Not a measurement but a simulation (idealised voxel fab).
Title: Process Module voxel self aligned vias
The cross-section shown here is cut; it is 180 nm wide and divided into square cells measuring 5 nm on a side.
This document writes a cross-section as a grid whose cells are square, and gives it as bands, listed from the top down; one or more rows of cells form a band. Band entry format. Leading values: height of top, height of bottom, nm. Remainder: materials in left-to-right order, each with its width in nm. Special words: "throughout" on a single material, which then fills the band edge to edge; "blank", empty space. It should be noted that heights are counted from 0, beneath which the wafer as supplied is of one material throughout, and that the lowest band possesses no lower boundary but continues downward, as written in "0 nm and below". Per-row width for "30..40": begins at first number (top row of band), ends at second number (bottom row), increment between rows held constant. Key: "nothing got changed" - step with no changed cell in the cross-section. Empty spaces counting at least 8 cells and having no open way to the top are listed in "Enclosed void listing". The notation width x height at distance is used for each, the distance being from the left edge and all three values in nm. Post-settings text on a step line: simulator's own remark regarding the step. overlay nm, on a step with a mask: how far to the right of its planned place the mask lay; to the left if negative.
### List of planned process steps
1,RECEIVE | material Si
2,CONFORMAL_DEP | material SiO2 | thk nm 10
3,CONFORMAL_DEP | material SiCN | thk nm 5
4,DIRECTIONAL_DEP | material lowk | thk nm 25
5,MASKED_ETCH | tone open | mask id LINES | width nm 30 | pitch nm 75 | etch materials lowk | depth nm 25 | overlay nm 0
6,CONFORMAL_DEP | material TiN | thk nm 5
7,FILL_DEP | material Ru | thk nm 5
8,CMP | height nm 40
9,SELECTIVE_ETCH | etch materials W Ru TiN | depth nm 5
10,FILL_DEP | material SiN | thk nm 5
11,CMP | height nm 40
12,DIRECTIONAL_DEP | material lowk | thk nm 20
13,DIRECTIONAL_DEP | material aC | thk nm 15
14,PATTERN | tone open | mask id VIAS | material resist | width nm 50 | pitch nm 75 | thk nm 30 | overlay nm 0
15,DIRECTIONAL_ETCH | etch materials aC | depth nm 15
16,STRIP | etch materials resist
17,DIRECTIONAL_ETCH | etch materials lowk | depth nm 20
18,DIRECTIONAL_ETCH | etch materials SiN | depth nm 5
19,STRIP | etch materials aC
20,CONFORMAL_DEP | material TiN | thk nm 5
21,FILL_DEP | material Ru | thk nm 5
22,CMP | height nm 60
23,CONFORMAL_DEP | material SiN | thk nm 5
### The first of two wafers, run as planned
### Incoming wafer, cross-sectional view, post step 1
	0 nm and below = Si throughout
	Enclosed void listing: none
### Step 2 done - wafer cross-section
	10 nm to 0 nm = SiO2 throughout
	Everything below 0 is unchanged.
### Step 3 done - wafer cross-section
	15 nm to 10 nm = SiCN throughout
	Everything below 10 is unchanged.
### Step 4 done - wafer cross-section
	40 nm to 15 nm = lowk throughout
	Everything below 15 is unchanged.
### Step 5 done - wafer cross-section
	40 nm to 15 nm = lowk 35 | blank 30 | lowk 45 | blank 30 | lowk 40
	Everything below 15 is unchanged.
### Step 6 done - wafer cross-section
	45 nm to 40 nm = TiN 40 | blank 20 | TiN 55 | blank 20 | TiN 45
	40 nm to 20 nm = lowk 35 | TiN 5 | blank 20 | TiN 5 | lowk 45 | TiN 5 | blank 20 | TiN 5 | lowk 40
	20 nm to 15 nm = lowk 35 | TiN 30 | lowk 45 | TiN 30 | lowk 40
	Everything below 15 is unchanged.
### Step 7 done - wafer cross-section
	50 nm to 45 nm = Ru throughout
	45 nm to 40 nm = TiN 40 | Ru 20 | TiN 55 | Ru 20 | TiN 45
	40 nm to 20 nm = lowk 35 | TiN 5 | Ru 20 | TiN 5 | lowk 45 | TiN 5 | Ru 20 | TiN 5 | lowk 40
	Everything below 20 is unchanged.
### Step 8 done - wafer cross-section
	40 nm to 20 nm = lowk 35 | TiN 5 | Ru 20 | TiN 5 | lowk 45 | TiN 5 | Ru 20 | TiN 5 | lowk 40
	Everything below 20 is unchanged.
### Step 9 done - wafer cross-section
	40 nm to 35 nm = lowk 35 | blank 30 | lowk 45 | blank 30 | lowk 40
	Everything below 35 is unchanged.
### Step 10 done - wafer cross-section
	45 nm to 40 nm = SiN throughout
	40 nm to 35 nm = lowk 35 | SiN 30 | lowk 45 | SiN 30 | lowk 40
	Everything below 35 is unchanged.
### Step 11 done - wafer cross-section
	40 nm to 35 nm = lowk 35 | SiN 30 | lowk 45 | SiN 30 | lowk 40
	Everything below 35 is unchanged.
### Step 12 done - wafer cross-section
	60 nm to 40 nm = lowk throughout
	Everything below 40 is unchanged.
### Step 13 done - wafer cross-section
	75 nm to 60 nm = aC throughout
	Everything below 60 is unchanged.
### Step 14 done - wafer cross-section
	105 nm to 75 nm = resist 25 | blank 50 | resist 25 | blank 50 | resist 30
	Everything below 75 is unchanged.
### Step 15 done - wafer cross-section
	90 nm to 75 nm = resist 25 | blank 50 | resist 25 | blank 50 | resist 30
	75 nm to 60 nm = aC 25 | blank 50 | aC 25 | blank 50 | aC 30
	Everything below 60 is unchanged.
### Step 16 done - wafer cross-section
	75 nm to 60 nm = aC 25 | blank 50 | aC 25 | blank 50 | aC 30
	Everything below 60 is unchanged.
### Step 17 done - wafer cross-section
	75 nm to 60 nm = aC 25 | blank 50 | aC 25 | blank 50 | aC 30
	60 nm to 40 nm = lowk 25 | blank 50 | lowk 25 | blank 50 | lowk 30
	Everything below 40 is unchanged.
### Step 18 done - wafer cross-section
	75 nm to 60 nm = aC 25 | blank 50 | aC 25 | blank 50 | aC 30
	60 nm to 40 nm = lowk 25 | blank 50 | lowk 25 | blank 50 | lowk 30
	40 nm to 35 nm = lowk 35 | blank 30 | lowk 45 | blank 30 | lowk 40
	Everything below 35 is unchanged.
### Step 19 done - wafer cross-section
	60 nm to 40 nm = lowk 25 | blank 50 | lowk 25 | blank 50 | lowk 30
	Everything below 40 is unchanged.
### Step 20 done - wafer cross-section
	65 nm to 60 nm = TiN 30 | blank 40 | TiN 35 | blank 40 | TiN 35
	60 nm to 45 nm = lowk 25 | TiN 5 | blank 40 | TiN 5 | lowk 25 | TiN 5 | blank 40 | TiN 5 | lowk 30
	45 nm to 40 nm = lowk 25 | TiN 15 | blank 20 | TiN 15 | lowk 25 | TiN 15 | blank 20 | TiN 15 | lowk 30
	40 nm to 35 nm = lowk 35 | TiN 30 | lowk 45 | TiN 30 | lowk 40
	Everything below 35 is unchanged.
### Step 21 done - wafer cross-section
	70 nm to 65 nm = Ru throughout
	65 nm to 60 nm = TiN 30 | Ru 40 | TiN 35 | Ru 40 | TiN 35
	60 nm to 45 nm = lowk 25 | TiN 5 | Ru 40 | TiN 5 | lowk 25 | TiN 5 | Ru 40 | TiN 5 | lowk 30
	45 nm to 40 nm = lowk 25 | TiN 15 | Ru 20 | TiN 15 | lowk 25 | TiN 15 | Ru 20 | TiN 15 | lowk 30
	Everything below 40 is unchanged.
### Step 22 done - wafer cross-section
	60 nm to 45 nm = lowk 25 | TiN 5 | Ru 40 | TiN 5 | lowk 25 | TiN 5 | Ru 40 | TiN 5 | lowk 30
	Everything below 45 is unchanged.
### Step 23 done - wafer cross-section
	65 nm to 60 nm = SiN throughout
	Everything below 60 is unchanged.
### Second wafer, same starting state and plan as the first, one mistake in the run, identical through step 13
### Cross-section of the second wafer corresponding to the planned conclusion of step 14
	105 nm to 75 nm = resist 30 | blank 40 | resist 35 | blank 40 | resist 35
	Everything below 75 is unchanged.
### Cross-section of the second wafer corresponding to the planned conclusion of step 15
	90 nm to 75 nm = resist 30 | blank 40 | resist 35 | blank 40 | resist 35
	75 nm to 60 nm = aC 30 | blank 40 | aC 35 | blank 40 | aC 35
	Everything below 60 is unchanged.
### Cross-section of the second wafer corresponding to the planned conclusion of step 16
	75 nm to 60 nm = aC 30 | blank 40 | aC 35 | blank 40 | aC 35
	Everything below 60 is unchanged.
### Cross-section of the second wafer corresponding to the planned conclusion of step 17
	75 nm to 60 nm = aC 30 | blank 40 | aC 35 | blank 40 | aC 35
	60 nm to 40 nm = lowk 30 | blank 40 | lowk 35 | blank 40 | lowk 35
	Everything below 40 is unchanged.
### Cross-section of the second wafer corresponding to the planned conclusion of step 18
	75 nm to 60 nm = aC 30 | blank 40 | aC 35 | blank 40 | aC 35
	60 nm to 40 nm = lowk 30 | blank 40 | lowk 35 | blank 40 | lowk 35
	40 nm to 35 nm = lowk 35 | blank 30 | lowk 45 | blank 30 | lowk 40
	Everything below 35 is unchanged.
### Cross-section of the second wafer corresponding to the planned conclusion of step 19
	60 nm to 40 nm = lowk 30 | blank 40 | lowk 35 | blank 40 | lowk 35
	Everything below 40 is unchanged.
### Cross-section of the second wafer corresponding to the planned conclusion of step 20
	65 nm to 60 nm = TiN 35 | blank 30 | TiN 45 | blank 30 | TiN 40
	60 nm to 45 nm = lowk 30 | TiN 5 | blank 30 | TiN 5 | lowk 35 | TiN 5 | blank 30 | TiN 5 | lowk 35
	45 nm to 40 nm = lowk 30 | TiN 10 | blank 20 | TiN 10 | lowk 35 | TiN 10 | blank 20 | TiN 10 | lowk 35
	40 nm to 35 nm = lowk 35 | TiN 30 | lowk 45 | TiN 30 | lowk 40
	Everything below 35 is unchanged.
### Cross-section of the second wafer corresponding to the planned conclusion of step 21
	70 nm to 65 nm = Ru throughout
	65 nm to 60 nm = TiN 35 | Ru 30 | TiN 45 | Ru 30 | TiN 40
	60 nm to 45 nm = lowk 30 | TiN 5 | Ru 30 | TiN 5 | lowk 35 | TiN 5 | Ru 30 | TiN 5 | lowk 35
	45 nm to 40 nm = lowk 30 | TiN 10 | Ru 20 | TiN 10 | lowk 35 | TiN 10 | Ru 20 | TiN 10 | lowk 35
	Everything below 40 is unchanged.
### Cross-section of the second wafer corresponding to the planned conclusion of step 22
	60 nm to 45 nm = lowk 30 | TiN 5 | Ru 30 | TiN 5 | lowk 35 | TiN 5 | Ru 30 | TiN 5 | lowk 35
	Everything below 45 is unchanged.
### Cross-section of the second wafer corresponding to the planned conclusion of step 23
	65 nm to 60 nm = SiN throughout
	Everything below 60 is unchanged.
what went wrong: step 14 ran as: PATTERN | tone open | mask id VIAS | material resist | width nm 40 | pitch nm 75 | thk nm 30 | overlay nm 0
In the final state, the cell counts of the second wafer exceed or fall short of those of the first for the following materials: Ru -12, TiN -4, lowk +16
